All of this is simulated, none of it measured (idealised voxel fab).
Module name: voxel tone inversion (process module)
Cross-section cut spans 260 nm and uses square cells 5 nm in size.
Throughout this document, each cross-section is represented as a grid of square cells and is presented as a sequence of bands enumerated from the top downward, where a band comprises one or more rows of cells. Top height, bottom height, nm. Materials left to right, width each, nm. Single material + "edge to edge" = fills band edge to edge. "empty" = empty. Where do heights start? At 0: under that level the wafer as delivered is made of one material only. And the lowest band has no floor; it just carries on downward, as in "z 0 and below". A two-number width, for instance "30->40", indicates that the width is equal to the first number in the top row of the band and to the second number in the bottom row, and that it changes by a constant amount per row of cells. It should be understood that the words "no alteration", when stated for a given step, signify that the cross-section underwent no change in any of its cells during that step. Entry "Closed void roster" = empty spaces >= 8 cells with no open way to the top; each as width x height at distance, distance from left edge, all nm. On each step's line, the part that comes after the settings is the simulator's own comment on the step. On any step carrying a mask, the "overlay nm" setting, if present on the step's line, tells how far right of its planned place the mask lay; negative values point to the left.
## Here's what the planned process steps look like
1) RECEIVE | material Si
2) CONFORMAL_DEP | material SiCN | thk nm 5
3) DIRECTIONAL_DEP | material polySi | thk nm 20
4) PATTERN | tone cover | mask id POSTS | material resist | width nm 20 | pitch nm 40 | thk nm 25 | overlay nm 0
5) DIRECTIONAL_ETCH | etch materials polySi | depth nm 20
6) STRIP | etch materials resist
7) FILL_DEP | material lowk | thk nm 10
8) CMP | height nm 25
9) STRIP | etch materials polySi
10) CONFORMAL_DEP | material TiN | thk nm 5
11) FILL_DEP | material W | thk nm 5
12) CMP | height nm 25
13) CONFORMAL_DEP | material SiN | thk nm 5
## Cross-section, incoming material, after step 1
    z 0 and below = Si edge to edge
    Closed void roster: none
## Here's the wafer cut in cross-section after the module, started and planned just like above, except one thing was done wrong in the run
    z 30 to 25 = SiN edge to edge
    z 25 to 10 = 105 lowk, 5 TiN, 10 W, 5 TiN, 20 lowk, 5 TiN, 10 W, 5 TiN, 95 lowk
    z 10 to 5 = 105 lowk, 20 TiN, 20 lowk, 20 TiN, 95 lowk
    z 5 to 0 = SiCN edge to edge
    z 0 and below = Si edge to edge
    Closed void roster: none
Nonconformance to the process plan: the process deviated at step 4: the operation and settings actually run there were PATTERN | tone cover | mask id POSTS | material resist | width nm 20 | pitch nm 40 | thk nm 25 | overlay nm 5
